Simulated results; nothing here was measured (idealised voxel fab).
process module | voxel self aligned vias
cross-section cut | 240 nm wide | cells 5 nm
A cross-section is a grid of square cells, given in bands from the top down. A band is one or more rows of cells.
Each band's line starts with the height of the band's top and of its bottom, in nm. Then come its materials from left to right, each with its width in nm. One material with "throughout" fills the band from edge to edge. "air" is empty space.
Height 0 is the level under which the wafer as received is all one material. The lowest band goes on downwards, as in "0 down".
A width such as "30 to 40" changes by the same amount from each row of cells to the next, from the band's top row to its bottom row.
"no change" after a step means that no cell of the cross-section changed.
closed voids: empty space of 8 cells or more with no open way to the top, each as width x height at its distance from the left edge, in nm
after a step's settings: what the simulator itself notes on the step
overlay nm, on a step with a mask: how far to the right of its planned place the mask lay; to the left if negative
plan
1 op RECEIVE | material Si
2 op CONFORMAL_DEP | material SiO2 | thk nm 10
3 op CONFORMAL_DEP | material SiCN | thk nm 5
4 op DIRECTIONAL_DEP | material lowk | thk nm 25
5 op PATTERN | tone open | mask id LINES | material resist | width nm 25 | pitch nm 60 | thk nm 20 | overlay nm 0
6 op DIRECTIONAL_ETCH | etch materials lowk | depth nm 25
7 op STRIP | etch materials resist
8 op CONFORMAL_DEP | material TiN | thk nm 5
9 op FILL_DEP | material W | thk nm 5
10 op CMP | height nm 40
11 op SELECTIVE_ETCH | etch materials W Ru TiN | depth nm 10
12 op FILL_DEP | material SiN | thk nm 10
13 op CMP | height nm 40
14 op DIRECTIONAL_DEP | material lowk | thk nm 20
15 op DIRECTIONAL_DEP | material aC | thk nm 10
16 op PATTERN | tone open | mask id VIAS | material resist | width nm 45 | pitch nm 120 | thk nm 30 | overlay nm 0
17 op DIRECTIONAL_ETCH | etch materials aC | depth nm 10
18 op STRIP | etch materials resist
19 op DIRECTIONAL_ETCH | etch materials lowk | depth nm 20
20 op DIRECTIONAL_ETCH | etch materials SiN | depth nm 10
21 op STRIP | etch materials aC
22 op CONFORMAL_DEP | material TiN | thk nm 5
23 op FILL_DEP | material Cu | thk nm 5
24 op CMP | height nm 60
25 op CONFORMAL_DEP | material SiN | thk nm 5
as received, after step 1
  0 down: Si throughout
  closed voids: none
first wafer at the end, as planned
  65 to 60: SiN throughout
  60 to 45: lowk 35 | TiN 5 | Cu 35 | TiN 5 | lowk 75 | TiN 5 | Cu 35 | TiN 5 | lowk 40
  45 to 40: lowk 35 | TiN 15 | Cu 15 | TiN 15 | lowk 75 | TiN 15 | Cu 15 | TiN 15 | lowk 40
  40 to 35: lowk 45 | TiN 5 | Cu 15 | TiN 5 | lowk 35 | SiN 25 | lowk 35 | TiN 5 | Cu 15 | TiN 5 | lowk 50
  35 to 30: lowk 45 | TiN 25 | lowk 35 | SiN 25 | lowk 35 | TiN 25 | lowk 50
  30 to 20: lowk 45 | TiN 5 | W 15 | TiN 5 | lowk 35 | TiN 5 | W 15 | TiN 5 | lowk 35 | TiN 5 | W 15 | TiN 5 | lowk 50
  20 to 15: lowk 45 | TiN 25 | lowk 35 | TiN 25 | lowk 35 | TiN 25 | lowk 50
  15 to 10: SiCN throughout
  10 to 0: SiO2 throughout
  0 down: Si throughout
  closed voids: none
second wafer at the end: like start, like plan, one mistake
  65 to 60: SiN throughout
  60 to 45: lowk 40 | TiN 5 | Cu 30 | TiN 5 | lowk 80 | TiN 5 | Cu 30 | TiN 5 | lowk 40
  45 to 40: lowk 40 | TiN 10 | Cu 15 | TiN 15 | lowk 80 | TiN 10 | Cu 15 | TiN 15 | lowk 40
  40 to 35: lowk 45 | TiN 5 | Cu 15 | TiN 5 | lowk 35 | SiN 25 | lowk 35 | TiN 5 | Cu 15 | TiN 5 | lowk 50
  35 to 30: lowk 45 | TiN 25 | lowk 35 | SiN 25 | lowk 35 | TiN 25 | lowk 50
  30 to 20: lowk 45 | TiN 5 | W 15 | TiN 5 | lowk 35 | TiN 5 | W 15 | TiN 5 | lowk 35 | TiN 5 | W 15 | TiN 5 | lowk 50
  20 to 15: lowk 45 | TiN 25 | lowk 35 | TiN 25 | lowk 35 | TiN 25 | lowk 50
  15 to 10: SiCN throughout
  10 to 0: SiO2 throughout
  0 down: Si throughout
  closed voids: none
what went wrong: step 16 ran as: op PATTERN | tone open | mask id VIAS | material resist | width nm 40 | pitch nm 120 | thk nm 30 | overlay nm 0
at the end the second wafer has, in cells: 6 fewer of Cu | 2 fewer of TiN | 8 more of lowk
